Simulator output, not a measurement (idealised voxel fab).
Process module, titled voxel released beams
Each square cell in cross-section cut measures 5 nm, and the section as a whole is 210 nm wide.
Each cross-section below is a grid of square cells, stated as bands in top-down order, with one or more rows of cells making up each band.
Band entry format. Leading values: height of top, height of bottom, nm. Remainder: materials in left-to-right order, each with its width in nm. Special words: "throughout" on a single material, which then fills the band edge to edge; "blank", empty space.
Heights from 0 (as-received wafer is one material below). Bottom band endless downward, as "z 0 and below".
The notation "30->40" denotes a width that varies across the rows of cells in the band, beginning at the first number in the top row, finishing at the second number in the bottom row, and changing by an identical amount from each row to the next.
"no change" after a step means that no cell of the cross-section changed.
"Closed cavities" specifies each empty space that is not open to the top and that occupies no fewer than 8 cells, using the form width x height at distance, the distance measured from the left edge and all three quantities in nm.
after a step's settings: what the simulator itself notes on the step
A step line may carry the setting "overlay nm", which, for steps involving a mask, states the distance by which the mask lay to the right of its intended position; negative values denote displacement to the left.
-- List of planned process steps
1 RECEIVE with material Si
2 CONFORMAL_DEP with material Al2O3, thk nm 10
3 DIRECTIONAL_DEP with material SiO2, thk nm 10
4 PATTERN with tone open, mask id ANCHOR, material resist, width nm 35, thk nm 15, overlay nm 0
5 DIRECTIONAL_ETCH with etch materials SiO2, depth nm 10
6 STRIP with etch materials resist
7 CONFORMAL_DEP with material SiN, thk nm 15
8 PATTERN with tone cover, mask id BEAM, material resist, width nm 105, thk nm 15, overlay nm 0
9 DIRECTIONAL_ETCH with etch materials SiN, depth nm 15
10 STRIP with etch materials resist
11 STRIP with etch materials SiO2
-- The first wafer of two, processed as planned
-- Delivered wafer in cross-section: state after step 1
* z 0 and below  Si throughout
* Closed cavities: none
-- Wafer xsec, post step 2
* z 10 to 0  Al2O3 throughout
* Everything under 0 stays put, no change at all.
-- Wafer xsec, post step 3
* z 20 to 10  SiO2 throughout
* Everything under 10 stays put, no change at all.
-- Wafer xsec, post step 4
* z 35 to 20  resist=55, then blank=35, then resist=120
* Everything under 20 stays put, no change at all.
-- Wafer xsec, post step 5
* z 35 to 20  resist=55, then blank=35, then resist=120
* z 20 to 10  SiO2=55, then blank=35, then SiO2=120
* Everything under 10 stays put, no change at all.
-- Wafer xsec, post step 6
* z 20 to 10  SiO2=55, then blank=35, then SiO2=120
* Everything under 10 stays put, no change at all.
-- Wafer xsec, post step 7
* z 35 to 25  SiN=70, then blank=5, then SiN=135
* z 25 to 20  SiN throughout
* z 20 to 10  SiO2=55, then SiN=35, then SiO2=120
* Everything under 10 stays put, no change at all.
-- Wafer xsec, post step 8
* z 50 to 35  blank=50, then resist=105, then blank=55
* z 35 to 25  SiN=70, then resist=5, then SiN=135
* Everything under 25 stays put, no change at all.
-- Wafer xsec, post step 9
* z 50 to 35  blank=50, then resist=105, then blank=55
* z 35 to 25  blank=50, then SiN=20, then resist=5, then SiN=80, then blank=55
* z 25 to 20  blank=50, then SiN=105, then blank=55
* Everything under 20 stays put, no change at all.
-- Wafer xsec, post step 10
* z 35 to 25  blank=50, then SiN=20, then blank=5, then SiN=80, then blank=55
* Everything under 25 stays put, no change at all.
-- Wafer xsec, post step 11
* z 35 to 25  blank=50, then SiN=20, then blank=5, then SiN=80, then blank=55
* z 25 to 20  blank=50, then SiN=105, then blank=55
* z 20 to 10  blank=55, then SiN=35, then blank=120
* Everything under 10 stays put, no change at all.
-- Second wafer. Start and plan as for the first. One mistake made in running. Agrees with the first up to and including step 6
-- Cross-sectional representation of the second wafer at the time designated in the plan for the completion of step 7
* z 25 to 20  SiN=60, then blank=25, then SiN=125
* z 20 to 15  SiO2=55, then SiN=5, then blank=25, then SiN=5, then SiO2=120
* z 15 to 10  SiO2=55, then SiN=35, then SiO2=120
* Everything under 10 stays put, no change at all.
-- Cross-sectional representation of the second wafer at the time designated in the plan for the completion of step 8
* z 40 to 25  blank=50, then resist=105, then blank=55
* z 25 to 20  SiN=60, then resist=25, then SiN=125
* z 20 to 15  SiO2=55, then SiN=5, then resist=25, then SiN=5, then SiO2=120
* Everything under 15 stays put, no change at all.
-- Cross-sectional representation of the second wafer at the time designated in the plan for the completion of step 9
* z 40 to 25  blank=50, then resist=105, then blank=55
* z 25 to 20  blank=50, then SiN=10, then resist=25, then SiN=70, then blank=55
* Everything under 20 stays put, no change at all.
-- Cross-sectional representation of the second wafer at the time designated in the plan for the completion of step 10
* z 25 to 20  blank=50, then SiN=10, then blank=25, then SiN=70, then blank=55
* z 20 to 15  SiO2=55, then SiN=5, then blank=25, then SiN=5, then SiO2=120
* Everything under 15 stays put, no change at all.
-- Cross-sectional representation of the second wafer at the time designated in the plan for the completion of step 11
* z 25 to 15  blank=50->55, then SiN=10->5, then blank=25, then SiN=70->5, then blank=55->120
* z 15 to 10  blank=55, then SiN=35, then blank=120
* Everything under 10 stays put, no change at all.
What was done differently from what was planned? heads up, step 7 didn't go per plan, it actually ran as CONFORMAL_DEP with material SiN, thk nm 5
It is noted that, at the conclusion of processing, the second wafer exhibits a higher or lower cell count for certain materials relative to the first: SiN: 50 fewer
